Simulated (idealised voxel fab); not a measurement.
Process module in this document: voxel wiring stack
FYI the section here is cut, 235 nm wide, cells are 5 nm squares.
Cross-section spec: square-cell grid; bands listed top down; each band is one or more rows. For a band, the entry starts with two heights in nm, that of the top and then that of the bottom, and carries on with the band's materials in order from left to right, each alongside its width in nm; the word "full width" beside a single material means it fills the band edge to edge, and "air" means empty space. We count height from 0. Below that, the starting wafer is all one material. The lowest band never ends at the bottom but goes on down; see "top 0, no bottom" for how that is written. The expression "30 to 40" gives the width at the extremes of the band, the first number at its top row of cells and the second at its bottom row, with the width changing by equal amounts from each row to the next in between. A step reported as "no change occurred" is a step in which no cell of the cross-section changed. If an empty space has no open way to the top and is at least 8 cells in size, "Closed internal voids" lists it, written width x height at distance, where distance is measured from the left edge and every value is in nm. Note: text after step settings on the step line = simulator remark on that step. The "overlay nm" setting may appear on a step's line; for a step that uses a mask, it gives how far to the right of its planned position the mask lay, and a negative value indicates the left.
**The process steps that were planned are listed below**
| 1 | op RECEIVE | material Si |
| 2 | op CONFORMAL_DEP | material SiO2 | thk nm 10 |
| 3 | op DIRECTIONAL_DEP | material TiN | thk nm 5 |
| 4 | op DIRECTIONAL_DEP | material W | thk nm 15 |
| 5 | op PATTERN | tone cover | mask id METAL_1 | material resist | width nm 25 | pitch nm 45 | thk nm 20 | overlay nm 0 |
| 6 | op DIRECTIONAL_ETCH | etch materials W | depth nm 15 |
| 7 | op DIRECTIONAL_ETCH | etch materials TiN | depth nm 5 |
| 8 | op STRIP | etch materials resist |
| 9 | op CONFORMAL_DEP | material SiCN | thk nm 5 |
| 10 | op FILL_DEP | material SiO2 | thk nm 5 |
| 11 | op CMP | height nm 30 |
| 12 | op CONFORMAL_DEP | material SiCN | thk nm 5 |
| 13 | op DIRECTIONAL_DEP | material lowk | thk nm 15 |
| 14 | op PATTERN | tone open | mask id PLUG_1 | material resist | width nm 15 | thk nm 20 | overlay nm -15 |
| 15 | op DIRECTIONAL_ETCH | etch materials lowk | depth nm 15 |
| 16 | op DIRECTIONAL_ETCH | etch materials SiCN | depth nm 5 |
| 17 | op STRIP | etch materials resist |
| 18 | op EPI | material Ru | thk nm 10 |
| 19 | op EPI | material Ru | thk nm 10 |
| 20 | op CONFORMAL_DEP | material SiN | thk nm 5 |
| 21 | op DIRECTIONAL_DEP | material SiO2 | thk nm 25 |
| 22 | op PATTERN | tone open | mask id METAL_2 | material resist | width nm 25 | pitch nm 45 | thk nm 20 | overlay nm 0 |
| 23 | op DIRECTIONAL_ETCH | etch materials SiO2 | depth nm 25 |
| 24 | op DIRECTIONAL_ETCH | etch materials SiN | depth nm 5 |
| 25 | op STRIP | etch materials resist |
| 26 | op CONFORMAL_DEP | material TiN | thk nm 5 |
| 27 | op FILL_DEP | material Cu | thk nm 10 |
| 28 | op CMP | height nm 80 |
| 29 | op CONFORMAL_DEP | material SiCN | thk nm 5 |
| 30 | op DIRECTIONAL_DEP | material lowk | thk nm 10 |
| 31 | op PATTERN | tone open | mask id PLUG_2 | material resist | width nm 15 | pitch nm 45 | thk nm 20 | overlay nm 0 |
| 32 | op DIRECTIONAL_ETCH | etch materials lowk | depth nm 10 |
| 33 | op DIRECTIONAL_ETCH | etch materials SiCN | depth nm 5 |
| 34 | op STRIP | etch materials resist |
| 35 | op EPI | material Ru | thk nm 10 |
| 36 | op EPI | material Ru | thk nm 5 |
| 37 | op DIRECTIONAL_DEP | material TiN | thk nm 5 |
| 38 | op DIRECTIONAL_DEP | material Ru | thk nm 15 |
| 39 | op DIRECTIONAL_DEP | material aC | thk nm 10 |
| 40 | op PATTERN | tone cover | mask id METAL_3 | material resist | width nm 25 | pitch nm 45 | thk nm 25 | overlay nm 0 |
| 41 | op DIRECTIONAL_ETCH | etch materials aC | depth nm 10 |
| 42 | op STRIP | etch materials resist |
| 43 | op DIRECTIONAL_ETCH | etch materials Ru | depth nm 15 |
| 44 | op DIRECTIONAL_ETCH | etch materials TiN | depth nm 5 |
| 45 | op STRIP | etch materials aC |
| 46 | op CONFORMAL_DEP | material SiN | thk nm 5 |
| 47 | op FILL_DEP | material lowk | thk nm 10 |
| 48 | op CMP | height nm 115 |
| 49 | op CONFORMAL_DEP | material SiCN | thk nm 5 |
| 50 | op DIRECTIONAL_DEP | material SiO2 | thk nm 25 |
| 51 | op DIRECTIONAL_DEP | material aC | thk nm 10 |
| 52 | op PATTERN | tone open | mask id METAL_4_HOLES | material resist | width nm 15 | pitch nm 45 | thk nm 25 | overlay nm 0 |
| 53 | op DIRECTIONAL_ETCH | etch materials aC | depth nm 10 |
| 54 | op STRIP | etch materials resist |
| 55 | op DIRECTIONAL_ETCH | etch materials SiO2 | depth nm 25 |
| 56 | op STRIP | etch materials aC |
| 57 | op MASKED_ETCH | tone open | mask id METAL_4 | width nm 25 | pitch nm 45 | etch materials SiO2 | depth nm 15 | overlay nm 0 |
| 58 | op MASKED_ETCH | tone open | mask id METAL_4 | width nm 25 | pitch nm 45 | etch materials SiCN | depth nm 5 | overlay nm 0 |
| 59 | op CONFORMAL_DEP | material TiN | thk nm 5 |
| 60 | op FILL_DEP | material Cu | thk nm 5 |
| 61 | op CMP | height nm 145 |
| 62 | op CONFORMAL_DEP | material SiN | thk nm 5 |
The plan's step 14 overlay nm is the first wafer's value; the wafers differ in this setting and start identical.
**Cut through the first of several wafers as received, post step 1**
	top 0, no bottom | Si full width
	Closed internal voids: none
**Quick key for the table: a row per wafer, taken at the end of the module. For each material it tells you how many cells the wafer gained (+) or lost (-) since it came in, and the closed voids come after**
overlay nm -15; +48 Cu; +48 Ru; +175 SiCN; +141 SiN; +571 SiO2; +84 TiN; +30 W; +313 lowk; Closed internal voids: none
overlay nm -10; +48 Cu; +60 Ru; +175 SiCN; +133 SiN; +571 SiO2; +80 TiN; +30 W; +313 lowk; Closed internal voids: none
overlay nm -5; +48 Cu; +60 Ru; +175 SiCN; +133 SiN; +571 SiO2; +80 TiN; +30 W; +313 lowk; Closed internal voids: none
overlay nm 0; +48 Cu; +60 Ru; +175 SiCN; +133 SiN; +571 SiO2; +80 TiN; +30 W; +313 lowk; Closed internal voids: none
overlay nm 5; +48 Cu; +60 Ru; +175 SiCN; +133 SiN; +571 SiO2; +80 TiN; +30 W; +313 lowk; Closed internal voids: none
overlay nm 10; +48 Cu; +60 Ru; +175 SiCN; +133 SiN; +571 SiO2; +80 TiN; +30 W; +313 lowk; Closed internal voids: none
overlay nm 15; +48 Cu; +60 Ru; +175 SiCN; +133 SiN; +571 SiO2; +80 TiN; +30 W; +313 lowk; Closed internal voids: none
